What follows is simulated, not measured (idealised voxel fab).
Title: Process Module voxel self aligned vias
In the cross-section labelled cut, the width is 210 nm and each square cell is 5 nm.
Think of the cross-section as a grid of square cells. We describe it in bands, top to bottom, and each band covers one or more rows of those cells.
Each band's line starts with the height of the band's top and of its bottom, in nm. Then come its materials from left to right, each with its width in nm. One material with "everywhere" fills the band from edge to edge. "blank" is empty space.
It should be noted that heights are counted from 0, beneath which the wafer as supplied is of one material throughout, and that the lowest band possesses no lower boundary but continues downward, as written in "0 -> down".
A two-number width, for instance "30->40", indicates that the width is equal to the first number in the top row of the band and to the second number in the bottom row, and that it changes by a constant amount per row of cells.
"nothing altered" (step): cross-section cells unchanged, all of them.
Voids not open to the top, 8 cells minimum: see "Voids, enclosed". Written width x height at distance; distance is from the left edge; nm.
That trailing text on a step's line, after the settings, is the simulator's own remark on the step.
"overlay nm" denotes, for a step that has a mask, the displacement of the mask to the right of its planned place, with negative values corresponding to the left.

SO HERE'S THE LINEUP OF PROCESS STEPS WE PLANNED
1,RECEIVE (material Si)
2,CONFORMAL_DEP (material SiO2; thk nm 10)
3,CONFORMAL_DEP (material SiCN; thk nm 5)
4,DIRECTIONAL_DEP (material lowk; thk nm 25)
5,PATTERN (tone open; mask id LINES; material resist; width nm 25; pitch nm 55; thk nm 15; overlay nm 0)
6,DIRECTIONAL_ETCH (etch materials lowk; depth nm 25)
7,STRIP (etch materials resist)
8,CONFORMAL_DEP (material TiN; thk nm 5)
9,FILL_DEP (material Ru; thk nm 5)
10,CMP (height nm 40)
11,SELECTIVE_ETCH (etch materials W Ru TiN; depth nm 10)
12,FILL_DEP (material SiN; thk nm 5)
13,CMP (height nm 40)
14,DIRECTIONAL_DEP (material lowk; thk nm 20)
15,MASKED_ETCH (tone open; mask id VIAS; width nm 35; pitch nm 55; etch materials lowk; depth nm 20; overlay nm 0)
16,MASKED_ETCH (tone open; mask id VIAS; width nm 35; pitch nm 55; etch materials SiN; depth nm 10; overlay nm 0)
17,CONFORMAL_DEP (material TiN; thk nm 5)
18,FILL_DEP (material Ru; thk nm 5)
19,CMP (height nm 60)
20,CONFORMAL_DEP (material SiN; thk nm 5)

CROSS-SECTION OF THE WAFER AS IT CAME TO US, I.E., ALREADY THROUGH STEP 1
  0 -> down: Si everywhere
  Voids, enclosed: none

CROSS-SECTIONAL VIEW OF THE FIRST OF THE TWO WAFERS UPON COMPLETION OF THE MODULE, PROCESSED IN ACCORDANCE WITH THE PLAN
  65 -> 60: SiN everywhere
  60 -> 45: 30 lowk / 5 TiN / 25 Ru / 5 TiN / 20 lowk / 5 TiN / 25 Ru / 5 TiN / 20 lowk / 5 TiN / 25 Ru / 5 TiN / 35 lowk
  45 -> 35: 30->35 lowk / 10->5 TiN / 15 Ru / 10->5 TiN / 20->30 lowk / 10->5 TiN / 15 Ru / 10->5 TiN / 20->30 lowk / 10->5 TiN / 15 Ru / 10->5 TiN / 35->40 lowk
  35 -> 30: 35 lowk / 25 TiN / 30 lowk / 25 TiN / 30 lowk / 25 TiN / 40 lowk
  30 -> 20: 35 lowk / 5 TiN / 15 Ru / 5 TiN / 30 lowk / 5 TiN / 15 Ru / 5 TiN / 30 lowk / 5 TiN / 15 Ru / 5 TiN / 40 lowk
  20 -> 15: 35 lowk / 25 TiN / 30 lowk / 25 TiN / 30 lowk / 25 TiN / 40 lowk
  15 -> 10: SiCN everywhere
  10 -> 0: SiO2 everywhere
  0 -> down: Si everywhere
  Voids, enclosed: none

THE SECOND WAFER, SHOWN IN CROSS-SECTION AFTER THE MODULE: STARTED THE SAME WAY AS THE FIRST AND GIVEN THE SAME PLAN, YET ONE MISTAKE CREPT INTO HOW IT WAS RUN
  65 -> 60: SiN everywhere
  60 -> 40: 30 lowk / 5 TiN / 25 Ru / 5 TiN / 20 lowk / 5 TiN / 25 Ru / 5 TiN / 20 lowk / 5 TiN / 25 Ru / 5 TiN / 35 lowk
  40 -> 35: 30 SiN / 10 TiN / 15 Ru / 10 TiN / 20 SiN / 10 TiN / 15 Ru / 10 TiN / 20 SiN / 10 TiN / 15 Ru / 10 TiN / 35 SiN
  35 -> 30: 35 lowk / 25 TiN / 30 lowk / 25 TiN / 30 lowk / 25 TiN / 40 lowk
  30 -> 15: 35 lowk / 5 TiN / 15 Ru / 5 TiN / 30 lowk / 5 TiN / 15 Ru / 5 TiN / 30 lowk / 5 TiN / 15 Ru / 5 TiN / 40 lowk
  15 -> 10: 35 lowk / 25 TiN / 30 lowk / 25 TiN / 30 lowk / 25 TiN / 40 lowk
  10 -> 0: SiO2 everywhere
  0 -> down: Si everywhere
  Voids, enclosed: none
So what did we get wrong on this run? the plan's step 3 went unexecuted, having been skipped
End of process, cell counts, second wafer against first, materials with more or fewer: +15 Ru, -42 SiCN, +21 SiN, +6 TiN
